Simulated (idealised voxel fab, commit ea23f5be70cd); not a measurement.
Herein follows the process module entitled voxel wiring stack.
Pictured: cross-section cut, 230 nm wide, on a grid of 5 nm square cells.
Cross-section format: a grid of square cells, given as bands from top to bottom; each band is one or more rows of cells. Top, bottom (nm), then materials left to right with widths (nm); lone material tagged "everywhere" fills the whole band edge to edge; "air" = empty space. Heads up on the height convention: 0 is the point under which the incoming wafer is all one material, and the lowest band has no bottom, it just keeps going down, like "0..down". Top row gets the first number, bottom row gets the second, and each row in between changes by the same step: that is how a band width like "30..40" works. Reading "no change" for a step: not a cell of the cross-section changed in it. This entry, "Enclosed void listing", enumerates those empty regions of no fewer than 8 cells that possess no open connection to the top. Each region is reported in the form width x height at distance, the distance being taken from the left edge, with all three quantities expressed in nm. after a step's settings: what the simulator itself notes on the step. overlay nm: where the mask lay relative to plan, measured to the right, on steps with a mask; negatives go left. Layout of what follows: cross-section pairs, each bracketing one process step, the after cross-section shown only to the lowest band that changed, the step between and its settings noted under each pair. Pairs may originate in different runs of this module on the same starting wafer; a pair continues from the pair above only where its entry headed "Snapshot before" says so.
-- Snapshot before
* 140..135  air 20 nm / SiCN 35 nm / air 15 nm / SiCN 35 nm / air 15 nm / SiCN 35 nm / air 15 nm / SiCN 35 nm / air 25 nm
* 135..110  air 20 nm / SiCN 5 nm / Ru 25 nm / SiCN 5 nm / air 15 nm / SiCN 5 nm / Ru 25 nm / SiCN 5 nm / air 15 nm / SiCN 5 nm / Ru 25 nm / SiCN 5 nm / air 15 nm / SiCN 5 nm / Ru 25 nm / SiCN 5 nm / air 25 nm
* 110..105  SiCN 25 nm / TiN 25 nm / SiCN 25 nm / TiN 25 nm / SiCN 25 nm / TiN 25 nm / SiCN 25 nm / TiN 25 nm / SiCN 30 nm
* 105..95  SiO2 25 nm / TiN 5 nm / Ru 5 nm / TiN 5 nm / SiO2 85 nm / TiN 5 nm / Ru 5 nm / TiN 5 nm / SiO2 90 nm
* 95..90  SiCN 25 nm / TiN 15 nm / SiCN 85 nm / TiN 15 nm / SiCN 90 nm
* 90..70  SiO2 30 nm / TiN 5 nm / Cu 10 nm / TiN 5 nm / SiO2 30 nm / TiN 5 nm / Cu 10 nm / TiN 5 nm / SiO2 30 nm / TiN 5 nm / Cu 10 nm / TiN 5 nm / SiO2 30 nm / TiN 5 nm / Cu 10 nm / TiN 5 nm / SiO2 30 nm
* 70..65  SiN 30 nm / TiN 20 nm / SiN 30 nm / TiN 20 nm / SiN 30 nm / TiN 20 nm / SiN 30 nm / TiN 20 nm / SiN 30 nm
* 65..50  lowk 25 nm / Ru 15 nm / lowk 85 nm / Ru 15 nm / lowk 90 nm
* 50..45  SiCN 25 nm / Ru 15 nm / SiCN 85 nm / Ru 15 nm / SiCN 90 nm
* 45..20  SiO2 25 nm / TiN 5 nm / W 15 nm / TiN 5 nm / SiO2 25 nm / TiN 5 nm / W 15 nm / TiN 5 nm / SiO2 25 nm / TiN 5 nm / W 15 nm / TiN 5 nm / SiO2 25 nm / TiN 5 nm / W 15 nm / TiN 5 nm / SiO2 30 nm
* 20..15  SiCN 25 nm / TiN 25 nm / SiCN 25 nm / TiN 25 nm / SiCN 25 nm / TiN 25 nm / SiCN 25 nm / TiN 25 nm / SiCN 30 nm
* 15..0  SiO2 everywhere
* 0..down  Si everywhere
* Enclosed void listing: none
-- Step Result
* 150..140  SiO2 everywhere
* 140..135  SiO2 20 nm / SiCN 35 nm / SiO2 15 nm / SiCN 35 nm / SiO2 15 nm / SiCN 35 nm / SiO2 15 nm / SiCN 35 nm / SiO2 25 nm
* 135..110  SiO2 20 nm / SiCN 5 nm / Ru 25 nm / SiCN 5 nm / SiO2 15 nm / SiCN 5 nm / Ru 25 nm / SiCN 5 nm / SiO2 15 nm / SiCN 5 nm / Ru 25 nm / SiCN 5 nm / SiO2 15 nm / SiCN 5 nm / Ru 25 nm / SiCN 5 nm / SiO2 25 nm
* Note: structure below 110 unchanged.
* Enclosed void listing: none
The before and after cross-sections above are linked by FILL_DEP, material SiO2, thk nm 10
Snapshot before: The initial state for this step is given by the after cross-section of the immediately preceding pair.
-- Step Result
* 135..110  SiO2 20 nm / SiCN 5 nm / Ru 25 nm / SiCN 5 nm / SiO2 15 nm / SiCN 5 nm / Ru 25 nm / SiCN 5 nm / SiO2 15 nm / SiCN 5 nm / Ru 25 nm / SiCN 5 nm / SiO2 15 nm / SiCN 5 nm / Ru 25 nm / SiCN 5 nm / SiO2 25 nm
* Note: structure below 110 unchanged.
* Enclosed void listing: none
The before and after cross-sections above are linked by CMP, height nm 135
Snapshot before: The initial state for this step is given by the after cross-section of the immediately preceding pair.
-- Step Result
* 140..135  SiCN everywhere
* Note: structure below 135 unchanged.
* Enclosed void listing: none
The before and after cross-sections above are linked by CONFORMAL_DEP, material SiCN, thk nm 5
Snapshot before: The initial state for this step is given by the after cross-section of the immediately preceding pair.
-- Step Result
* 150..140  lowk everywhere
* Note: structure below 140 unchanged.
* Enclosed void listing: none
The before and after cross-sections above are linked by DIRECTIONAL_DEP, material lowk, thk nm 10
Snapshot before: The initial state for this step is given by the after cross-section of the immediately preceding pair.
-- Step Result
* 170..150  resist 25 nm / air 15 nm / resist 85 nm / air 15 nm / resist 90 nm
* Note: structure below 150 unchanged.
* Enclosed void listing: none
The before and after cross-sections above are linked by PATTERN, tone open, mask id PLUG_3, material resist, width nm 15, pitch nm 100, thk nm 20, overlay nm 0
Snapshot before: The initial state for this step is given by the after cross-section of the immediately preceding pair.
-- Step Result
* 170..150  resist 25 nm / air 15 nm / resist 85 nm / air 15 nm / resist 90 nm
* 150..140  lowk 25 nm / air 15 nm / lowk 85 nm / air 15 nm / lowk 90 nm
* Note: structure below 140 unchanged.
* Enclosed void listing: none
The before and after cross-sections above are linked by DIRECTIONAL_ETCH, etch materials lowk, depth nm 10
Snapshot before: The initial state for this step is given by the after cross-section of the immediately preceding pair.
-- Step Result
* 170..150  resist 25 nm / air 15 nm / resist 85 nm / air 15 nm / resist 90 nm
* 150..140  lowk 25 nm / air 15 nm / lowk 85 nm / air 15 nm / lowk 90 nm
* 140..135  SiCN 25 nm / air 15 nm / SiCN 85 nm / air 15 nm / SiCN 90 nm
* Note: structure below 135 unchanged.
* Enclosed void listing: none
The before and after cross-sections above are linked by DIRECTIONAL_ETCH, etch materials SiCN, depth nm 5
Snapshot before: The initial state for this step is given by the after cross-section of the immediately preceding pair.
-- Step Result
* 150..140  lowk 25 nm / air 15 nm / lowk 85 nm / air 15 nm / lowk 90 nm
* Note: structure below 140 unchanged.
* Enclosed void listing: none
The before and after cross-sections above are linked by STRIP, etch materials resist
Snapshot before: The initial state for this step is given by the after cross-section of the immediately preceding pair.
-- Step Result
* 155..150  TiN 30 nm / air 5 nm / TiN 95 nm / air 5 nm / TiN 95 nm
* 150..140  lowk 25 nm / TiN 5 nm / air 5 nm / TiN 5 nm / lowk 85 nm / TiN 5 nm / air 5 nm / TiN 5 nm / lowk 90 nm
* 140..135  SiCN 25 nm / TiN 15 nm / SiCN 85 nm / TiN 15 nm / SiCN 90 nm
* Note: structure below 135 unchanged.
* Enclosed void listing: none
The before and after cross-sections above are linked by CONFORMAL_DEP, material TiN, thk nm 5
Snapshot before: The initial state for this step is given by the after cross-section of the immediately preceding pair.
-- Step Result
* 160..155  Ru everywhere
* 155..150  TiN 30 nm / Ru 5 nm / TiN 95 nm / Ru 5 nm / TiN 95 nm
* 150..140  lowk 25 nm / TiN 5 nm / Ru 5 nm / TiN 5 nm / lowk 85 nm / TiN 5 nm / Ru 5 nm / TiN 5 nm / lowk 90 nm
* Note: structure below 140 unchanged.
* Enclosed void listing: none
The before and after cross-sections above are linked by FILL_DEP, material Ru, thk nm 5
Snapshot before: The initial state for this step is given by the after cross-section of the immediately preceding pair.
-- Step Result
* 150..140  lowk 25 nm / TiN 5 nm / Ru 5 nm / TiN 5 nm / lowk 85 nm / TiN 5 nm / Ru 5 nm / TiN 5 nm / lowk 90 nm
* Note: structure below 140 unchanged.
* Enclosed void listing: none
The before and after cross-sections above are linked by CMP, height nm 150
Snapshot before: The initial state for this step is given by the after cross-section of the immediately preceding pair.
-- Step Result
* 155..150  TiN everywhere
* Note: structure below 150 unchanged.
* Enclosed void listing: none
The before and after cross-sections above are linked by DIRECTIONAL_DEP, material TiN, thk nm 5
Snapshot before: The initial state for this step is given by the after cross-section of the immediately preceding pair.
-- Step Result
* 175..155  W everywhere
* Note: structure below 155 unchanged.
* Enclosed void listing: none
The before and after cross-sections above are linked by DIRECTIONAL_DEP, material W, thk nm 20
Snapshot before: The initial state for this step is given by the after cross-section of the immediately preceding pair.
-- Step Result
* 195..175  air 25 nm / resist 25 nm / air 25 nm / resist 25 nm / air 25 nm / resist 25 nm / air 25 nm / resist 25 nm / air 30 nm
* Note: structure below 175 unchanged.
* Enclosed void listing: none
The before and after cross-sections above are linked by PATTERN, tone cover, mask id METAL_4, material resist, width nm 25, pitch nm 50, thk nm 20, overlay nm 0
Snapshot before: The initial state for this step is given by the after cross-section of the immediately preceding pair.
-- Step Result
* 195..175  air 25 nm / resist 25 nm / air 25 nm / resist 25 nm / air 25 nm / resist 25 nm / air 25 nm / resist 25 nm / air 30 nm
* 175..155  air 25 nm / W 25 nm / air 25 nm / W 25 nm / air 25 nm / W 25 nm / air 25 nm / W 25 nm / air 30 nm
* Note: structure below 155 unchanged.
* Enclosed void listing: none
The before and after cross-sections above are linked by DIRECTIONAL_ETCH, etch materials W, depth nm 20
Snapshot before: The initial state for this step is given by the after cross-section of the immediately preceding pair.
-- Step Result
* 195..175  air 25 nm / resist 25 nm / air 25 nm / resist 25 nm / air 25 nm / resist 25 nm / air 25 nm / resist 25 nm / air 30 nm
* 175..155  air 25 nm / W 25 nm / air 25 nm / W 25 nm / air 25 nm / W 25 nm / air 25 nm / W 25 nm / air 30 nm
* 155..150  air 25 nm / TiN 25 nm / air 25 nm / TiN 25 nm / air 25 nm / TiN 25 nm / air 25 nm / TiN 25 nm / air 30 nm
* Note: structure below 150 unchanged.
* Enclosed void listing: none
The before and after cross-sections above are linked by DIRECTIONAL_ETCH, etch materials TiN, depth nm 5
Snapshot before: The initial state for this step is given by the after cross-section of the immediately preceding pair.
-- Step Result
* 175..155  air 25 nm / W 25 nm / air 25 nm / W 25 nm / air 25 nm / W 25 nm / air 25 nm / W 25 nm / air 30 nm
* Note: structure below 155 unchanged.
* Enclosed void listing: none
The before and after cross-sections above are linked by STRIP, etch materials resist
Snapshot before: The initial state for this step is given by the after cross-section of the immediately preceding pair.
-- Step Result
* 180..175  SiO2 everywhere
* 175..155  SiO2 25 nm / W 25 nm / SiO2 25 nm / W 25 nm / SiO2 25 nm / W 25 nm / SiO2 25 nm / W 25 nm / SiO2 30 nm
* 155..150  SiO2 25 nm / TiN 25 nm / SiO2 25 nm / TiN 25 nm / SiO2 25 nm / TiN 25 nm / SiO2 25 nm / TiN 25 nm / SiO2 30 nm
* Note: structure below 150 unchanged.
* Enclosed void listing: none
The before and after cross-sections above are linked by FILL_DEP, material SiO2, thk nm 5
Snapshot before: The initial state for this step is given by the after cross-section of the immediately preceding pair.
-- Step Result
* 175..155  SiO2 25 nm / W 25 nm / SiO2 25 nm / W 25 nm / SiO2 25 nm / W 25 nm / SiO2 25 nm / W 25 nm / SiO2 30 nm
* Note: structure below 155 unchanged.
* Enclosed void listing: none
The before and after cross-sections above are linked by CMP, height nm 175
Snapshot before: The initial state for this step is given by the after cross-section of the immediately preceding pair.
-- Step Result
* 180..175  SiN everywhere
* Note: structure below 175 unchanged.
* Enclosed void listing: none
The before and after cross-sections above are linked by CONFORMAL_DEP, material SiN, thk nm 5
-- Snapshot before
* 150..140  lowk everywhere
* 140..135  SiCN everywhere
* 135..110  SiO2 20 nm / SiCN 5 nm / Ru 25 nm / SiCN 5 nm / SiO2 15 nm / SiCN 5 nm / Ru 25 nm / SiCN 5 nm / SiO2 15 nm / SiCN 5 nm / Ru 25 nm / SiCN 5 nm / SiO2 15 nm / SiCN 5 nm / Ru 25 nm / SiCN 5 nm / SiO2 25 nm
* 110..105  SiCN 25 nm / TiN 25 nm / SiCN 25 nm / TiN 25 nm / SiCN 25 nm / TiN 25 nm / SiCN 25 nm / TiN 25 nm / SiCN 30 nm
* 105..95  SiO2 25 nm / TiN 5 nm / Ru 5 nm / TiN 5 nm / SiO2 85 nm / TiN 5 nm / Ru 5 nm / TiN 5 nm / SiO2 90 nm
* 95..90  SiCN 25 nm / TiN 15 nm / SiCN 85 nm / TiN 15 nm / SiCN 90 nm
* 90..70  SiO2 25 nm / TiN 5 nm / Cu 15 nm / TiN 5 nm / SiO2 25 nm / TiN 5 nm / Cu 15 nm / TiN 5 nm / SiO2 25 nm / TiN 5 nm / Cu 15 nm / TiN 5 nm / SiO2 25 nm / TiN 5 nm / Cu 15 nm / TiN 5 nm / SiO2 30 nm
* 70..65  SiN 25 nm / TiN 25 nm / SiN 25 nm / TiN 25 nm / SiN 25 nm / TiN 25 nm / SiN 25 nm / TiN 25 nm / SiN 30 nm
* 65..50  lowk 25 nm / Ru 15 nm / lowk 85 nm / Ru 15 nm / lowk 90 nm
* 50..45  SiCN 25 nm / Ru 15 nm / SiCN 85 nm / Ru 15 nm / SiCN 90 nm
* 45..20  SiO2 25 nm / TiN 5 nm / W 15 nm / TiN 5 nm / SiO2 25 nm / TiN 5 nm / W 15 nm / TiN 5 nm / SiO2 25 nm / TiN 5 nm / W 15 nm / TiN 5 nm / SiO2 25 nm / TiN 5 nm / W 15 nm / TiN 5 nm / SiO2 30 nm
* 20..15  SiCN 25 nm / TiN 25 nm / SiCN 25 nm / TiN 25 nm / SiCN 25 nm / TiN 25 nm / SiCN 25 nm / TiN 25 nm / SiCN 30 nm
* 15..0  SiO2 everywhere
* 0..down  Si everywhere
* Enclosed void listing: none
-- Step Result
* 170..150  resist 30 nm / air 15 nm / resist 85 nm / air 15 nm / resist 85 nm
* Note: structure below 150 unchanged.
* Enclosed void listing: none
The before and after cross-sections above are linked by PATTERN, tone open, mask id PLUG_3, material resist, width nm 15, pitch nm 100, thk nm 20, overlay nm 5
Snapshot before: The initial state for this step is given by the after cross-section of the immediately preceding pair.
-- Step Result
* 170..150  resist 30 nm / air 15 nm / resist 85 nm / air 15 nm / resist 85 nm
* 150..140  lowk 30 nm / air 15 nm / lowk 85 nm / air 15 nm / lowk 85 nm
* Note: structure below 140 unchanged.
* Enclosed void listing: none
The before and after cross-sections above are linked by DIRECTIONAL_ETCH, etch materials lowk, depth nm 10
Snapshot before: The initial state for this step is given by the after cross-section of the immediately preceding pair.
-- Step Result
* 170..150  resist 30 nm / air 15 nm / resist 85 nm / air 15 nm / resist 85 nm
* 150..140  lowk 30 nm / air 15 nm / lowk 85 nm / air 15 nm / lowk 85 nm
* 140..135  SiCN 30 nm / air 15 nm / SiCN 85 nm / air 15 nm / SiCN 85 nm
* Note: structure below 135 unchanged.
* Enclosed void listing: none
The before and after cross-sections above are linked by DIRECTIONAL_ETCH, etch materials SiCN, depth nm 5
Snapshot before: The initial state for this step is given by the after cross-section of the immediately preceding pair.
-- Step Result
* 150..140  lowk 30 nm / air 15 nm / lowk 85 nm / air 15 nm / lowk 85 nm
* Note: structure below 140 unchanged.
* Enclosed void listing: none
The before and after cross-sections above are linked by STRIP, etch materials resist
Snapshot before: The initial state for this step is given by the after cross-section of the immediately preceding pair.
-- Step Result
* 155..150  TiN 35 nm / air 5 nm / TiN 95 nm / air 5 nm / TiN 90 nm
* 150..140  lowk 30 nm / TiN 5 nm / air 5 nm / TiN 5 nm / lowk 85 nm / TiN 5 nm / air 5 nm / TiN 5 nm / lowk 85 nm
* 140..135  SiCN 30 nm / TiN 15 nm / SiCN 85 nm / TiN 15 nm / SiCN 85 nm
* Note: structure below 135 unchanged.
* Enclosed void listing: none
The before and after cross-sections above are linked by CONFORMAL_DEP, material TiN, thk nm 5
Snapshot before: The initial state for this step is given by the after cross-section of the immediately preceding pair.
-- Step Result
* 160..155  Ru everywhere
* 155..150  TiN 35 nm / Ru 5 nm / TiN 95 nm / Ru 5 nm / TiN 90 nm
* 150..140  lowk 30 nm / TiN 5 nm / Ru 5 nm / TiN 5 nm / lowk 85 nm / TiN 5 nm / Ru 5 nm / TiN 5 nm / lowk 85 nm
* Note: structure below 140 unchanged.
* Enclosed void listing: none
The before and after cross-sections above are linked by FILL_DEP, material Ru, thk nm 5
Snapshot before: The initial state for this step is given by the after cross-section of the immediately preceding pair.
-- Step Result
* 150..140  lowk 30 nm / TiN 5 nm / Ru 5 nm / TiN 5 nm / lowk 85 nm / TiN 5 nm / Ru 5 nm / TiN 5 nm / lowk 85 nm
* Note: structure below 140 unchanged.
* Enclosed void listing: none
The before and after cross-sections above are linked by CMP, height nm 150
Snapshot before: The initial state for this step is given by the after cross-section of the immediately preceding pair.
-- Step Result
* 155..150  TiN everywhere
* Note: structure below 150 unchanged.
* Enclosed void listing: none
The before and after cross-sections above are linked by DIRECTIONAL_DEP, material TiN, thk nm 5
Snapshot before: The initial state for this step is given by the after cross-section of the immediately preceding pair.
-- Step Result
* 175..155  W everywhere
* Note: structure below 155 unchanged.
* Enclosed void listing: none
The before and after cross-sections above are linked by DIRECTIONAL_DEP, material W, thk nm 20
Snapshot before: The initial state for this step is given by the after cross-section of the immediately preceding pair.
-- Step Result
* 195..175  air 25 nm / resist 25 nm / air 25 nm / resist 25 nm / air 25 nm / resist 25 nm / air 25 nm / resist 25 nm / air 30 nm
* Note: structure below 175 unchanged.
* Enclosed void listing: none
The before and after cross-sections above are linked by PATTERN, tone cover, mask id METAL_4, material resist, width nm 25, pitch nm 50, thk nm 20, overlay nm 0
Snapshot before: The initial state for this step is given by the after cross-section of the immediately preceding pair.
-- Step Result
* 195..175  air 25 nm / resist 25 nm / air 25 nm / resist 25 nm / air 25 nm / resist 25 nm / air 25 nm / resist 25 nm / air 30 nm
* 175..155  air 25 nm / W 25 nm / air 25 nm / W 25 nm / air 25 nm / W 25 nm / air 25 nm / W 25 nm / air 30 nm
* Note: structure below 155 unchanged.
* Enclosed void listing: none
The before and after cross-sections above are linked by DIRECTIONAL_ETCH, etch materials W, depth nm 20
Snapshot before: The initial state for this step is given by the after cross-section of the immediately preceding pair.
-- Step Result
* 195..175  air 25 nm / resist 25 nm / air 25 nm / resist 25 nm / air 25 nm / resist 25 nm / air 25 nm / resist 25 nm / air 30 nm
* 175..155  air 25 nm / W 25 nm / air 25 nm / W 25 nm / air 25 nm / W 25 nm / air 25 nm / W 25 nm / air 30 nm
* 155..150  air 25 nm / TiN 25 nm / air 25 nm / TiN 25 nm / air 25 nm / TiN 25 nm / air 25 nm / TiN 25 nm / air 30 nm
* Note: structure below 150 unchanged.
* Enclosed void listing: none
The before and after cross-sections above are linked by DIRECTIONAL_ETCH, etch materials TiN, depth nm 5
Snapshot before: The initial state for this step is given by the after cross-section of the immediately preceding pair.
-- Step Result
* 175..155  air 25 nm / W 25 nm / air 25 nm / W 25 nm / air 25 nm / W 25 nm / air 25 nm / W 25 nm / air 30 nm
* Note: structure below 155 unchanged.
* Enclosed void listing: none
The before and after cross-sections above are linked by STRIP, etch materials resist
Snapshot before: The initial state for this step is given by the after cross-section of the immediately preceding pair.
-- Step Result
* 180..175  SiO2 everywhere
* 175..155  SiO2 25 nm / W 25 nm / SiO2 25 nm / W 25 nm / SiO2 25 nm / W 25 nm / SiO2 25 nm / W 25 nm / SiO2 30 nm
* 155..150  SiO2 25 nm / TiN 25 nm / SiO2 25 nm / TiN 25 nm / SiO2 25 nm / TiN 25 nm / SiO2 25 nm / TiN 25 nm / SiO2 30 nm
* Note: structure below 150 unchanged.
* Enclosed void listing: none
The before and after cross-sections above are linked by FILL_DEP, material SiO2, thk nm 5
Snapshot before: The initial state for this step is given by the after cross-section of the immediately preceding pair.
-- Step Result
* 175..155  SiO2 25 nm / W 25 nm / SiO2 25 nm / W 25 nm / SiO2 25 nm / W 25 nm / SiO2 25 nm / W 25 nm / SiO2 30 nm
* Note: structure below 155 unchanged.
* Enclosed void listing: none
The before and after cross-sections above are linked by CMP, height nm 175
Snapshot before: The initial state for this step is given by the after cross-section of the immediately preceding pair.
-- Step Result
* 180..175  SiN everywhere
* Note: structure below 175 unchanged.
* Enclosed void listing: none
The before and after cross-sections above are linked by CONFORMAL_DEP, material SiN, thk nm 5
-- Snapshot before
* 15..0  SiO2 everywhere
* 0..down  Si everywhere
* Enclosed void listing: none
-- Step Result
* 20..0  SiO2 everywhere
* Note: structure below 0 unchanged.
* Enclosed void listing: none
The before and after cross-sections above are linked by CONFORMAL_DEP, material SiO2, thk nm 5
Snapshot before: The initial state for this step is given by the after cross-section of the immediately preceding pair.
-- Step Result
* 45..0  SiO2 everywhere
* Note: structure below 0 unchanged.
* Enclosed void listing: none
The before and after cross-sections above are linked by DIRECTIONAL_DEP, material SiO2, thk nm 25
Snapshot before: The initial state for this step is given by the after cross-section of the immediately preceding pair.
-- Step Result
* 55..45  aC everywhere
* Note: structure below 45 unchanged.
* Enclosed void listing: none
The before and after cross-sections above are linked by DIRECTIONAL_DEP, material aC, thk nm 10
Snapshot before: The initial state for this step is given by the after cross-section of the immediately preceding pair.
-- Step Result
* 80..55  resist 25 nm / air 25 nm / resist 25 nm / air 25 nm / resist 25 nm / air 25 nm / resist 25 nm / air 25 nm / resist 30 nm
* Note: structure below 55 unchanged.
* Enclosed void listing: none
The before and after cross-sections above are linked by PATTERN, tone open, mask id METAL_1, material resist, width nm 25, pitch nm 50, thk nm 25, overlay nm 0
Snapshot before: The initial state for this step is given by the after cross-section of the immediately preceding pair.
-- Step Result
* 70..55  resist 25 nm / air 25 nm / resist 25 nm / air 25 nm / resist 25 nm / air 25 nm / resist 25 nm / air 25 nm / resist 30 nm
* 55..45  aC 25 nm / air 25 nm / aC 25 nm / air 25 nm / aC 25 nm / air 25 nm / aC 25 nm / air 25 nm / aC 30 nm
* Note: structure below 45 unchanged.
* Enclosed void listing: none
The before and after cross-sections above are linked by DIRECTIONAL_ETCH, etch materials aC, depth nm 10
Snapshot before: The initial state for this step is given by the after cross-section of the immediately preceding pair.
-- Step Result
* 55..45  aC 25 nm / air 25 nm / aC 25 nm / air 25 nm / aC 25 nm / air 25 nm / aC 25 nm / air 25 nm / aC 30 nm
* Note: structure below 45 unchanged.
* Enclosed void listing: none
The before and after cross-sections above are linked by STRIP, etch materials resist
Snapshot before: The initial state for this step is given by the after cross-section of the immediately preceding pair.
-- Step Result
* 55..45  aC 25 nm / air 25 nm / aC 25 nm / air 25 nm / aC 25 nm / air 25 nm / aC 25 nm / air 25 nm / aC 30 nm
* 45..20  SiO2 25 nm / air 25 nm / SiO2 25 nm / air 25 nm / SiO2 25 nm / air 25 nm / SiO2 25 nm / air 25 nm / SiO2 30 nm
* Note: structure below 20 unchanged.
* Enclosed void listing: none
The before and after cross-sections above are linked by DIRECTIONAL_ETCH, etch materials SiO2, depth nm 25
Snapshot before: The initial state for this step is given by the after cross-section of the immediately preceding pair.
-- Step Result
* 45..20  SiO2 25 nm / air 25 nm / SiO2 25 nm / air 25 nm / SiO2 25 nm / air 25 nm / SiO2 25 nm / air 25 nm / SiO2 30 nm
* Note: structure below 20 unchanged.
* Enclosed void listing: none
The before and after cross-sections above are linked by STRIP, etch materials aC
Snapshot before: The initial state for this step is given by the after cross-section of the immediately preceding pair.
-- Step Result
* 50..45  TiN 30 nm / air 15 nm / TiN 35 nm / air 15 nm / TiN 35 nm / air 15 nm / TiN 35 nm / air 15 nm / TiN 35 nm
* 45..25  SiO2 25 nm / TiN 5 nm / air 15 nm / TiN 5 nm / SiO2 25 nm / TiN 5 nm / air 15 nm / TiN 5 nm / SiO2 25 nm / TiN 5 nm / air 15 nm / TiN 5 nm / SiO2 25 nm / TiN 5 nm / air 15 nm / TiN 5 nm / SiO2 30 nm
* 25..20  SiO2 25 nm / TiN 25 nm / SiO2 25 nm / TiN 25 nm / SiO2 25 nm / TiN 25 nm / SiO2 25 nm / TiN 25 nm / SiO2 30 nm
* Note: structure below 20 unchanged.
* Enclosed void listing: none
The before and after cross-sections above are linked by CONFORMAL_DEP, material TiN, thk nm 5
Snapshot before: The initial state for this step is given by the after cross-section of the immediately preceding pair.
-- Step Result
* 55..50  W everywhere
* 50..45  TiN 30 nm / W 15 nm / TiN 35 nm / W 15 nm / TiN 35 nm / W 15 nm / TiN 35 nm / W 15 nm / TiN 35 nm
* 45..25  SiO2 25 nm / TiN 5 nm / W 15 nm / TiN 5 nm / SiO2 25 nm / TiN 5 nm / W 15 nm / TiN 5 nm / SiO2 25 nm / TiN 5 nm / W 15 nm / TiN 5 nm / SiO2 25 nm / TiN 5 nm / W 15 nm / TiN 5 nm / SiO2 30 nm
* Note: structure below 25 unchanged.
* Enclosed void listing: none
The before and after cross-sections above are linked by FILL_DEP, material W, thk nm 5
Snapshot before: The initial state for this step is given by the after cross-section of the immediately preceding pair.
-- Step Result
* 45..25  SiO2 25 nm / TiN 5 nm / W 15 nm / TiN 5 nm / SiO2 25 nm / TiN 5 nm / W 15 nm / TiN 5 nm / SiO2 25 nm / TiN 5 nm / W 15 nm / TiN 5 nm / SiO2 25 nm / TiN 5 nm / W 15 nm / TiN 5 nm / SiO2 30 nm
* Note: structure below 25 unchanged.
* Enclosed void listing: none
The before and after cross-sections above are linked by CMP, height nm 45
Snapshot before: The initial state for this step is given by the after cross-section of the immediately preceding pair.
-- Step Result
* 50..45  SiCN everywhere
* Note: structure below 45 unchanged.
* Enclosed void listing: none
The before and after cross-sections above are linked by CONFORMAL_DEP, material SiCN, thk nm 5
Snapshot before: The initial state for this step is given by the after cross-section of the immediately preceding pair.
-- Step Result
* 65..50  lowk everywhere
* Note: structure below 50 unchanged.
* Enclosed void listing: none
The before and after cross-sections above are linked by DIRECTIONAL_DEP, material lowk, thk nm 15
Snapshot before: The initial state for this step is given by the after cross-section of the immediately preceding pair.
-- Step Result
* 80..65  aC everywhere
* Note: structure below 65 unchanged.
* Enclosed void listing: none
The before and after cross-sections above are linked by DIRECTIONAL_DEP, material aC, thk nm 15
Snapshot before: The initial state for this step is given by the after cross-section of the immediately preceding pair.
-- Step Result
* 115..80  resist 25 nm / air 15 nm / resist 85 nm / air 15 nm / resist 90 nm
* Note: structure below 80 unchanged.
* Enclosed void listing: none
The before and after cross-sections above are linked by PATTERN, tone open, mask id PLUG_1, material resist, width nm 15, pitch nm 100, thk nm 35, overlay nm 0
Snapshot before: The initial state for this step is given by the after cross-section of the immediately preceding pair.
-- Step Result
* 100..80  resist 25 nm / air 15 nm / resist 85 nm / air 15 nm / resist 90 nm
* 80..65  aC 25 nm / air 15 nm / aC 85 nm / air 15 nm / aC 90 nm
* Note: structure below 65 unchanged.
* Enclosed void listing: none
The before and after cross-sections above are linked by DIRECTIONAL_ETCH, etch materials aC, depth nm 15
Snapshot before: The initial state for this step is given by the after cross-section of the immediately preceding pair.
-- Step Result
* 80..65  aC 25 nm / air 15 nm / aC 85 nm / air 15 nm / aC 90 nm
* Note: structure below 65 unchanged.
* Enclosed void listing: none
The before and after cross-sections above are linked by STRIP, etch materials resist
Snapshot before: The initial state for this step is given by the after cross-section of the immediately preceding pair.
-- Step Result
* 80..65  aC 25 nm / air 15 nm / aC 85 nm / air 15 nm / aC 90 nm
* 65..50  lowk 25 nm / air 15 nm / lowk 85 nm / air 15 nm / lowk 90 nm
* Note: structure below 50 unchanged.
* Enclosed void listing: none
The before and after cross-sections above are linked by DIRECTIONAL_ETCH, etch materials lowk, depth nm 15
Snapshot before: The initial state for this step is given by the after cross-section of the immediately preceding pair.
-- Step Result
* 80..65  aC 25 nm / air 15 nm / aC 85 nm / air 15 nm / aC 90 nm
* 65..50  lowk 25 nm / air 15 nm / lowk 85 nm / air 15 nm / lowk 90 nm
* 50..45  SiCN 25 nm / air 15 nm / SiCN 85 nm / air 15 nm / SiCN 90 nm
* Note: structure below 45 unchanged.
* Enclosed void listing: none
The before and after cross-sections above are linked by DIRECTIONAL_ETCH, etch materials SiCN, depth nm 5
Snapshot before: The initial state for this step is given by the after cross-section of the immediately preceding pair.
-- Step Result
* 65..50  lowk 25 nm / air 15 nm / lowk 85 nm / air 15 nm / lowk 90 nm
* Note: structure below 50 unchanged.
* Enclosed void listing: none
The before and after cross-sections above are linked by STRIP, etch materials aC
Snapshot before: The initial state for this step is given by the after cross-section of the immediately preceding pair.
-- Step Result
* 65..55  lowk 25 nm / air 15 nm / lowk 85 nm / air 15 nm / lowk 90 nm
* 55..50  lowk 25 nm / Ru 15 nm / lowk 85 nm / Ru 15 nm / lowk 90 nm
* 50..45  SiCN 25 nm / Ru 15 nm / SiCN 85 nm / Ru 15 nm / SiCN 90 nm
* Note: structure below 45 unchanged.
* Enclosed void listing: none
The before and after cross-sections above are linked by EPI, material Ru, thk nm 10
Snapshot before: The initial state for this step is given by the after cross-section of the immediately preceding pair.
-- Step Result
* 65..50  lowk 25 nm / Ru 15 nm / lowk 85 nm / Ru 15 nm / lowk 90 nm
* Note: structure below 50 unchanged.
* Enclosed void listing: none
The before and after cross-sections above are linked by EPI, material Ru, thk nm 10
Snapshot before: The initial state for this step is given by the after cross-section of the immediately preceding pair.
-- Step Result
* 70..65  SiN everywhere
* Note: structure below 65 unchanged.
* Enclosed void listing: none
The before and after cross-sections above are linked by CONFORMAL_DEP, material SiN, thk nm 5
Snapshot before: The initial state for this step is given by the after cross-section of the immediately preceding pair.
-- Step Result
* 90..70  SiO2 everywhere
* Note: structure below 70 unchanged.
* Enclosed void listing: none
The before and after cross-sections above are linked by DIRECTIONAL_DEP, material SiO2, thk nm 20
Snapshot before: The initial state for this step is given by the after cross-section of the immediately preceding pair.
-- Step Result
* 90..70  SiO2 25 nm / air 25 nm / SiO2 25 nm / air 25 nm / SiO2 25 nm / air 25 nm / SiO2 25 nm / air 25 nm / SiO2 30 nm
* Note: structure below 70 unchanged.
* Enclosed void listing: none
The before and after cross-sections above are linked by MASKED_ETCH, tone open, mask id METAL_2, width nm 25, pitch nm 50, etch materials SiO2, depth nm 20, overlay nm 0
